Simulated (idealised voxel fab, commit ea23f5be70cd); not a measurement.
Process module name: voxel released beams
It is cross-section cut that appears here, measuring 155 nm in width, its square cells being 5 nm in size.
Each cross-section below is a grid of square cells, stated as bands in top-down order, with one or more rows of cells making up each band.
Read a band's entry like this: the first values are the height of its top and the height of its bottom in nm, and what follows is the sequence of materials from left to right, each with its width in nm. Note that "empty" is empty space, and that a single material marked "edge to edge" reaches across the band from edge to edge.
Ref level 0: as-received wafer is one material below here. Bottom band extends down with no lower bound ("top 0, no bottom").
It should be noted that a width expressed as "30->40" varies in equal increments from row to row of cells within the band, taking the value of the first number at the top row and that of the second number at the bottom row.
When a step is marked "nothing altered", none of the cells in the cross-section changed during that step.
The entry titled "Enclosed voids" provides the empty spaces that have no open way to the top, restricted to those of 8 cells or more. Each is presented as width x height at distance, the distance being measured from the left edge, with all three in nm.
On each step's line, the part that comes after the settings is the simulator's own comment on the step.
Regarding "overlay nm": on a step with a mask, it is the distance the mask lay to the right of its planned place; a negative value places it to the left.
Process steps foreseen in the plan
1,RECEIVE with material Si
2,CONFORMAL_DEP with material Al2O3, thk nm 5
3,DIRECTIONAL_DEP with material SiO2, thk nm 15
4,DIRECTIONAL_DEP with material aC, thk nm 10
5,PATTERN with tone open, mask id ANCHOR, material resist, width nm 35, thk nm 25, overlay nm 0
6,DIRECTIONAL_ETCH with etch materials aC, depth nm 10
7,STRIP with etch materials resist
8,DIRECTIONAL_ETCH with etch materials SiO2, depth nm 15
9,STRIP with etch materials aC
10,CONFORMAL_DEP with material W, thk nm 10
11,DIRECTIONAL_DEP with material aC, thk nm 15
12,PATTERN with tone cover, mask id BEAM, material resist, width nm 100, thk nm 35, overlay nm 0
13,DIRECTIONAL_ETCH with etch materials aC, depth nm 15
14,STRIP with etch materials resist
15,DIRECTIONAL_ETCH with etch materials W, depth nm 10
16,STRIP with etch materials aC
17,STRIP with etch materials SiO2
First of two wafers, processed according to plan
As received (post step 1): cross-section
- top 0, no bottom  Si edge to edge
- Enclosed voids: none
How the wafer stands in section after step 2
- top 5, bottom 0  Al2O3 edge to edge
- All layers under 0 are left as they were.
How the wafer stands in section after step 3
- top 20, bottom 5  SiO2 edge to edge
- All layers under 5 are left as they were.
How the wafer stands in section after step 4
- top 30, bottom 20  aC edge to edge
- All layers under 20 are left as they were.
How the wafer stands in section after step 5
- top 55, bottom 30  resist 30 nm / empty 35 nm / resist 90 nm
- All layers under 30 are left as they were.
How the wafer stands in section after step 6
- top 45, bottom 30  resist 30 nm / empty 35 nm / resist 90 nm
- top 30, bottom 20  aC 30 nm / empty 35 nm / aC 90 nm
- All layers under 20 are left as they were.
How the wafer stands in section after step 7
- top 30, bottom 20  aC 30 nm / empty 35 nm / aC 90 nm
- All layers under 20 are left as they were.
How the wafer stands in section after step 8
- top 30, bottom 20  aC 30 nm / empty 35 nm / aC 90 nm
- top 20, bottom 5  SiO2 30 nm / empty 35 nm / SiO2 90 nm
- All layers under 5 are left as they were.
How the wafer stands in section after step 9
- top 20, bottom 5  SiO2 30 nm / empty 35 nm / SiO2 90 nm
- All layers under 5 are left as they were.
How the wafer stands in section after step 10
- top 30, bottom 20  W 40 nm / empty 15 nm / W 100 nm
- top 20, bottom 15  SiO2 30 nm / W 10 nm / empty 15 nm / W 10 nm / SiO2 90 nm
- top 15, bottom 5  SiO2 30 nm / W 35 nm / SiO2 90 nm
- All layers under 5 are left as they were.
How the wafer stands in section after step 11
- top 45, bottom 30  aC 40 nm / empty 15 nm / aC 100 nm
- top 30, bottom 20  W 40 nm / aC 15 nm / W 100 nm
- top 20, bottom 15  SiO2 30 nm / W 10 nm / aC 15 nm / W 10 nm / SiO2 90 nm
- All layers under 15 are left as they were.
How the wafer stands in section after step 12
- top 80, bottom 45  empty 25 nm / resist 100 nm / empty 30 nm
- top 45, bottom 30  aC 40 nm / resist 15 nm / aC 100 nm
- All layers under 30 are left as they were.
How the wafer stands in section after step 13
- top 65, bottom 45  empty 25 nm / resist 100 nm / empty 30 nm
- top 45, bottom 30  empty 25 nm / aC 15 nm / resist 15 nm / aC 70 nm / empty 30 nm
- All layers under 30 are left as they were.
How the wafer stands in section after step 14
- top 45, bottom 30  empty 25 nm / aC 15 nm / empty 15 nm / aC 70 nm / empty 30 nm
- All layers under 30 are left as they were.
How the wafer stands in section after step 15
- top 45, bottom 30  empty 25 nm / aC 15 nm / empty 15 nm / aC 70 nm / empty 30 nm
- top 30, bottom 20  empty 25 nm / W 15 nm / aC 15 nm / W 70 nm / empty 30 nm
- All layers under 20 are left as they were.
How the wafer stands in section after step 16
- top 30, bottom 20  empty 25 nm / W 15 nm / empty 15 nm / W 70 nm / empty 30 nm
- top 20, bottom 15  SiO2 30 nm / W 10 nm / empty 15 nm / W 10 nm / SiO2 90 nm
- All layers under 15 are left as they were.
How the wafer stands in section after step 17
- top 30, bottom 20  empty 25 nm / W 15 nm / empty 15 nm / W 70 nm / empty 30 nm
- top 20, bottom 15  empty 30 nm / W 10 nm / empty 15 nm / W 10 nm / empty 90 nm
- top 15, bottom 5  empty 30 nm / W 35 nm / empty 90 nm
- All layers under 5 are left as they were.
Okay, second wafer. Nothing different at the start, nothing different in the plan, just one mistake somewhere in the running. As far as step 1, counting that step, it's the first wafer all over again
Second wafer at the planned finish of step 2, seen in cross-section
- top 5, bottom 0  SiO2 edge to edge
- All layers under 0 are left as they were.
Second wafer at the planned finish of step 3, seen in cross-section
- top 20, bottom 0  SiO2 edge to edge
- All layers under 0 are left as they were.
Second wafer at the planned finish of step 4, seen in cross-section
- top 30, bottom 20  aC edge to edge
- All layers under 20 are left as they were.
Second wafer at the planned finish of step 5, seen in cross-section
- top 55, bottom 30  resist 30 nm / empty 35 nm / resist 90 nm
- All layers under 30 are left as they were.
Second wafer at the planned finish of step 6, seen in cross-section
- top 45, bottom 30  resist 30 nm / empty 35 nm / resist 90 nm
- top 30, bottom 20  aC 30 nm / empty 35 nm / aC 90 nm
- All layers under 20 are left as they were.
Second wafer at the planned finish of step 7, seen in cross-section
- top 30, bottom 20  aC 30 nm / empty 35 nm / aC 90 nm
- All layers under 20 are left as they were.
Second wafer at the planned finish of step 8, seen in cross-section
- top 30, bottom 20  aC 30 nm / empty 35 nm / aC 90 nm
- top 20, bottom 5  SiO2 30 nm / empty 35 nm / SiO2 90 nm
- All layers under 5 are left as they were.
Second wafer at the planned finish of step 9, seen in cross-section
- top 20, bottom 5  SiO2 30 nm / empty 35 nm / SiO2 90 nm
- All layers under 5 are left as they were.
Second wafer at the planned finish of step 10, seen in cross-section
- top 30, bottom 20  W 40 nm / empty 15 nm / W 100 nm
- top 20, bottom 15  SiO2 30 nm / W 10 nm / empty 15 nm / W 10 nm / SiO2 90 nm
- top 15, bottom 5  SiO2 30 nm / W 35 nm / SiO2 90 nm
- All layers under 5 are left as they were.
Second wafer at the planned finish of step 11, seen in cross-section
- top 45, bottom 30  aC 40 nm / empty 15 nm / aC 100 nm
- top 30, bottom 20  W 40 nm / aC 15 nm / W 100 nm
- top 20, bottom 15  SiO2 30 nm / W 10 nm / aC 15 nm / W 10 nm / SiO2 90 nm
- All layers under 15 are left as they were.
Second wafer at the planned finish of step 12, seen in cross-section
- top 80, bottom 45  empty 25 nm / resist 100 nm / empty 30 nm
- top 45, bottom 30  aC 40 nm / resist 15 nm / aC 100 nm
- All layers under 30 are left as they were.
Second wafer at the planned finish of step 13, seen in cross-section
- top 65, bottom 45  empty 25 nm / resist 100 nm / empty 30 nm
- top 45, bottom 30  empty 25 nm / aC 15 nm / resist 15 nm / aC 70 nm / empty 30 nm
- All layers under 30 are left as they were.
Second wafer at the planned finish of step 14, seen in cross-section
- top 45, bottom 30  empty 25 nm / aC 15 nm / empty 15 nm / aC 70 nm / empty 30 nm
- All layers under 30 are left as they were.
Second wafer at the planned finish of step 15, seen in cross-section
- top 45, bottom 30  empty 25 nm / aC 15 nm / empty 15 nm / aC 70 nm / empty 30 nm
- top 30, bottom 20  empty 25 nm / W 15 nm / aC 15 nm / W 70 nm / empty 30 nm
- All layers under 20 are left as they were.
Second wafer at the planned finish of step 16, seen in cross-section
- top 30, bottom 20  empty 25 nm / W 15 nm / empty 15 nm / W 70 nm / empty 30 nm
- top 20, bottom 15  SiO2 30 nm / W 10 nm / empty 15 nm / W 10 nm / SiO2 90 nm
- All layers under 15 are left as they were.
Second wafer at the planned finish of step 17, seen in cross-section
- top 0, no bottom  Si edge to edge
Deviation from plan: step 2 deviated from plan and actually ran as CONFORMAL_DEP with material SiO2, thk nm 5
End check, counted in cells, second wafer has more or fewer of these materials than the first: 31 fewer of Al2O3; 52 fewer of W
